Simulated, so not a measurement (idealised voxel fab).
Name of the process module below: voxel self aligned contacts
FYI the section here is cut, 280 nm wide, cells are 5 nm squares.
A cross-section is a grid of square cells, given in bands from the top down. A band is one or more rows of cells. Band: top and bottom heights (nm) first, top before bottom; then materials from left to right, widths in nm. "everywhere" marks a sole material filling the band edge to edge. "blank" denotes empty space. Below 0: as-received wafer, all one material; heights counted from there. Lowest band: no bottom, goes on down, written "from 0 down". You'd read "30 to 40" like this: the band's top row of cells is as wide as the first number, its bottom row is as wide as the second, and going down, every row changes width by the same amount as the row before did. No cell of the cross-section changed in a step that is given as "nothing altered". So "Entrapped voids" is basically the list of trapped voids: any empty space of 8 cells or more that can't reach the top through an opening. They're written width x height at distance, the distance being from the left edge, and it's all nm. Whatever follows a step's settings on its line is a remark the simulator itself makes about that step. Steps that use a mask can have "overlay nm" on their line. It says how far the mask sat to the right of where it was meant to be. Negative means to the left.

**The planned process steps are enumerated hereunder**
1: op RECEIVE | material Si
2: op CONFORMAL_DEP | material SiO2 | thk nm 5
3: op DIRECTIONAL_DEP | material polySi | thk nm 20
4: op DIRECTIONAL_DEP | material SiN | thk nm 20
5: op MASKED_ETCH | tone cover | mask id GATE | width nm 25 | pitch nm 55 | etch materials SiN | depth nm 20 | overlay nm 0
6: op MASKED_ETCH | tone cover | mask id GATE | width nm 25 | pitch nm 55 | etch materials polySi | depth nm 20 | overlay nm 0
7: op CONFORMAL_DEP | material SiN | thk nm 5
8: op DIRECTIONAL_ETCH | etch materials SiN | depth nm 5
9: op FILL_DEP | material SiO2 | thk nm 15
10: op CMP | height nm 50
11: op MASKED_ETCH | tone open | mask id CONTACT | width nm 40 | pitch nm 55 | etch materials SiO2 | depth nm 50 | overlay nm 0
12: op CONFORMAL_DEP | material TiN | thk nm 5
13: op FILL_DEP | material W | thk nm 5
14: op CMP | height nm 50
15: op CONFORMAL_DEP | material SiCN | thk nm 5

**Cross-section of the incoming wafer, state after step 1**
> from 0 down: Si everywhere
> Entrapped voids: none

**Cross-section at module end, one run error; start and plan unchanged from above**
> from 55 to 50: SiCN everywhere
> from 50 to 40: SiO2 90 nm / TiN 5 to 10 nm / W 30 to 20 nm / TiN 5 to 10 nm / SiO2 15 nm / TiN 5 to 10 nm / W 30 to 20 nm / TiN 5 to 10 nm / SiO2 95 nm
> from 40 to 25: SiO2 70 nm / SiN 25 nm / TiN 5 nm / W 20 nm / TiN 5 nm / SiN 25 nm / TiN 5 nm / W 20 nm / TiN 5 nm / SiN 25 nm / SiO2 75 nm
> from 25 to 5: SiO2 70 nm / polySi 25 nm / TiN 5 nm / W 20 nm / TiN 5 nm / polySi 25 nm / TiN 5 nm / W 20 nm / TiN 5 nm / polySi 25 nm / SiO2 75 nm
> from 5 to 0: SiO2 95 nm / TiN 30 nm / SiO2 25 nm / TiN 30 nm / SiO2 100 nm
> from 0 down: Si everywhere
> Entrapped voids: none
The mistake made against the process plan was this: no execution of plan step 7; skipped
